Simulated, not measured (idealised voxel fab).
Process module name: voxel transistor to metal
Section shown: cut. Width: 140 nm. Cell size: 5 nm, square.
Cross-sections here: square-cell grids, written as top-down lists of bands, a band being one or more rows of cells. Band: top height; bottom height; in nm. Then, left to right: material with width in nm, for each material. "full width": a single material spanning edge to edge. "blank": empty space. Heads up on the height convention: 0 is the point under which the incoming wafer is all one material, and the lowest band has no bottom, it just keeps going down, like "0 -> down". Think of "30 to 40" as a width that walks from the first number to the second as you go down the band, top row to bottom row, taking equal-sized steps from row to row. Any step labelled "remained unchanged" changed none of the cells in the cross-section. "Fully enclosed voids" lists enclosed empty spaces (at least 8 cells, no open path upward to the top), each as width x height at distance from the left edge, in nm. It should be noted that, on the line of a given step, the content following the step's settings is a remark produced by the simulator itself with respect to that step. overlay nm: how far to the right of its planned place the mask lay on this masked step (negative: to the left).
Intended process steps
- 1: RECEIVE: material Si
- 2: OXIDIZE: depth nm 5
- 3: CONFORMAL_DEP: material SiN, thk nm 15
- 4: PATTERN: tone cover, mask id ACTIVE, material resist, width nm 100, thk nm 15, overlay nm 0
- 5: DIRECTIONAL_ETCH: etch materials SiN, depth nm 15
- 6: DIRECTIONAL_ETCH: etch materials SiO2, depth nm 5
- 7: DIRECTIONAL_ETCH: etch materials Si, depth nm 30
- 8: STRIP: etch materials resist
- 9: OXIDIZE: depth nm 5
- 10: FILL_DEP: material SiO2, thk nm 10
- 11: CMP: height nm 15
- 12: SELECTIVE_ETCH: etch materials SiO2, depth nm 5
- 13: STRIP: etch materials SiN
- 14: SELECTIVE_ETCH: etch materials SiO2, depth nm 5
- 15: OXIDIZE: depth nm 5
- 16: DIRECTIONAL_DEP: material polySi, thk nm 20
- 17: DIRECTIONAL_DEP: material SiCN, thk nm 15
- 18: DIRECTIONAL_DEP: material aC, thk nm 15
- 19: PATTERN: tone cover, mask id GATE, material resist, width nm 20, thk nm 35, overlay nm 0
- 20: DIRECTIONAL_ETCH: etch materials aC, depth nm 15
- 21: STRIP: etch materials resist
- 22: DIRECTIONAL_ETCH: etch materials SiCN, depth nm 25
- 23: DIRECTIONAL_ETCH: etch materials polySi, depth nm 30
- 24: STRIP: etch materials aC
- 25: CONFORMAL_DEP: material SiN, thk nm 10
- 26: DIRECTIONAL_ETCH: etch materials SiN, depth nm 10
- 27: DIRECTIONAL_ETCH: etch materials SiO2, depth nm 5
- 28: DIRECTIONAL_ETCH: etch materials Si, depth nm 15
- 29: EPI: material nSi, thk nm 15
- 30: FILL_DEP: material SiO2, thk nm 10
- 31: CMP: height nm 30
- 32: DIRECTIONAL_DEP: material SiO2, thk nm 10
- 33: DIRECTIONAL_DEP: material aC, thk nm 15
- 34: PATTERN: tone open, mask id CONTACT, material resist, width nm 25, pitch nm 55, thk nm 35, overlay nm 0
- 35: DIRECTIONAL_ETCH: etch materials aC, depth nm 15
- 36: STRIP: etch materials resist
- 37: DIRECTIONAL_ETCH: etch materials SiO2, depth nm 50
- 38: STRIP: etch materials aC
- 39: CONFORMAL_DEP: material TiN, thk nm 5
- 40: FILL_DEP: material W, thk nm 10
- 41: CMP: height nm 40
- 42: CONFORMAL_DEP: material SiN, thk nm 5
- 43: DIRECTIONAL_DEP: material SiO2, thk nm 25
- 44: MASKED_ETCH: tone open, mask id METAL_1, width nm 15, pitch nm 65, etch materials SiO2, depth nm 25, overlay nm 0
- 45: MASKED_ETCH: tone open, mask id METAL_1, width nm 15, pitch nm 65, etch materials SiN, depth nm 5, overlay nm 0
- 46: CONFORMAL_DEP: material TiN, thk nm 5
- 47: FILL_DEP: material Ru, thk nm 10
- 48: CMP: height nm 70
- 49: CONFORMAL_DEP: material SiCN, thk nm 5
- 50: DIRECTIONAL_DEP: material lowk, thk nm 25
- 51: PATTERN: tone open, mask id METAL_2, material resist, width nm 15, pitch nm 65, thk nm 15, overlay nm 0
- 52: DIRECTIONAL_ETCH: etch materials lowk, depth nm 15
- 53: STRIP: etch materials resist
- 54: PATTERN: tone open, mask id METAL_2_HOLES, material resist, width nm 15, pitch nm 65, thk nm 20, overlay nm 0
- 55: DIRECTIONAL_ETCH: etch materials lowk, depth nm 10
- 56: DIRECTIONAL_ETCH: etch materials SiCN, depth nm 5
- 57: STRIP: etch materials resist
- 58: CONFORMAL_DEP: material TiN, thk nm 5
- 59: FILL_DEP: material Cu, thk nm 10
- 60: CMP: height nm 100
- 61: CONFORMAL_DEP: material SiN, thk nm 5
Cross-section: wafer on arrival = after step 1
    0 -> down  Si full width
    Fully enclosed voids: none
First of two wafers: cross-section at end of module, run per plan
    105 -> 100  SiN full width
    100 -> 75  lowk: 30  TiN: 5  Cu: 5  TiN: 5  lowk: 50  TiN: 5  Cu: 5  TiN: 5  lowk: 30
    75 -> 70  SiCN: 30  TiN: 15  SiCN: 50  TiN: 15  SiCN: 30
    70 -> 45  SiO2: 30  TiN: 5  Ru: 5  TiN: 5  SiO2: 50  TiN: 5  Ru: 5  TiN: 5  SiO2: 30
    45 -> 40  SiN: 30  TiN: 15  SiN: 50  TiN: 15  SiN: 30
    40 -> 30  SiO2: 30  TiN: 5  W: 15 to 10  TiN: 5 to 10  SiO2: 30  TiN: 5 to 10  W: 15 to 10  TiN: 5  SiO2: 30
    30 -> 15  SiO2: 30  TiN: 5  W: 10  TiN: 5  SiN: 10  SiCN: 20  SiN: 10  TiN: 5  W: 10  TiN: 5  SiO2: 30
    15 -> 10  SiO2: 30  TiN: 5  W: 10  TiN: 5  SiN: 10  polySi: 20  SiN: 10  TiN: 5  W: 10  TiN: 5  SiO2: 30
    10 -> 5  SiO2: 30  TiN: 20  SiN: 10  polySi: 20  SiN: 10  TiN: 20  SiO2: 30
    5 -> -5  SiO2: 15  SiN: 10  SiO2: 5  TiN: 5  nSi: 15  SiN: 10  polySi: 20  SiN: 10  nSi: 15  TiN: 5  SiO2: 5  SiN: 10  SiO2: 15
    -5 -> -10  SiO2: 30  TiN: 5  nSi: 15  SiO2: 40  nSi: 15  TiN: 5  SiO2: 30
    -10 -> -25  SiO2: 25  nSi: 25  Si: 40  nSi: 25  SiO2: 25
    -25 -> -40  SiO2: 25  Si: 90  SiO2: 25
    -40 -> down  Si full width
    Fully enclosed voids: none
This is the second of the two wafers, cross-sectioned at the end of the module; it started exactly like the first and was given the same plan, but it was run with one mistake
    105 -> 100  SiN full width
    100 -> 75  lowk: 30  TiN: 5  Cu: 5  TiN: 5  lowk: 50  TiN: 5  Cu: 5  TiN: 5  lowk: 30
    75 -> 70  SiCN: 30  TiN: 15  SiCN: 50  TiN: 15  SiCN: 30
    70 -> 45  SiO2: 30  TiN: 5  Ru: 5  TiN: 5  SiO2: 50  TiN: 5  Ru: 5  TiN: 5  SiO2: 30
    45 -> 40  SiN: 30  TiN: 15  SiN: 50  TiN: 15  SiN: 30
    40 -> 30  SiO2: 30  TiN: 5  W: 15 to 10  TiN: 5 to 10  SiO2: 30  TiN: 5 to 10  W: 15 to 10  TiN: 5  SiO2: 30
    30 -> 15  SiO2: 30  TiN: 5  W: 10  TiN: 5  SiN: 10  SiCN: 20  SiN: 10  TiN: 5  W: 10  TiN: 5  SiO2: 30
    15 -> 10  SiO2: 30  TiN: 5  W: 10  TiN: 5  SiN: 10  polySi: 20  SiN: 10  TiN: 5  W: 10  TiN: 5  SiO2: 30
    10 -> 5  SiO2: 30  TiN: 20  SiN: 10  polySi: 20  SiN: 10  TiN: 20  SiO2: 30
    5 -> -5  SiO2: 20  SiN: 10  TiN: 5  nSi: 15  SiN: 10  polySi: 20  SiN: 10  nSi: 15  TiN: 5  SiO2: 10  SiN: 10  SiO2: 10
    -5 -> -10  SiO2: 30  TiN: 5  nSi: 15  SiO2: 40  nSi: 15  TiN: 5  SiO2: 30
    -10 -> -25  SiO2: 30  nSi: 20  Si: 40  nSi: 30  SiO2: 20
    -25 -> -40  SiO2: 30  Si: 90  SiO2: 20
    -40 -> down  Si full width
    Fully enclosed voids: none
Error vs. plan: it should be noted that step 4 was executed with settings other than those planned, the operation and settings actually applied being PATTERN: tone cover, mask id ACTIVE, material resist, width nm 100, thk nm 15, overlay nm 5
Cell counts per material: same on both final wafers. Positions: different.
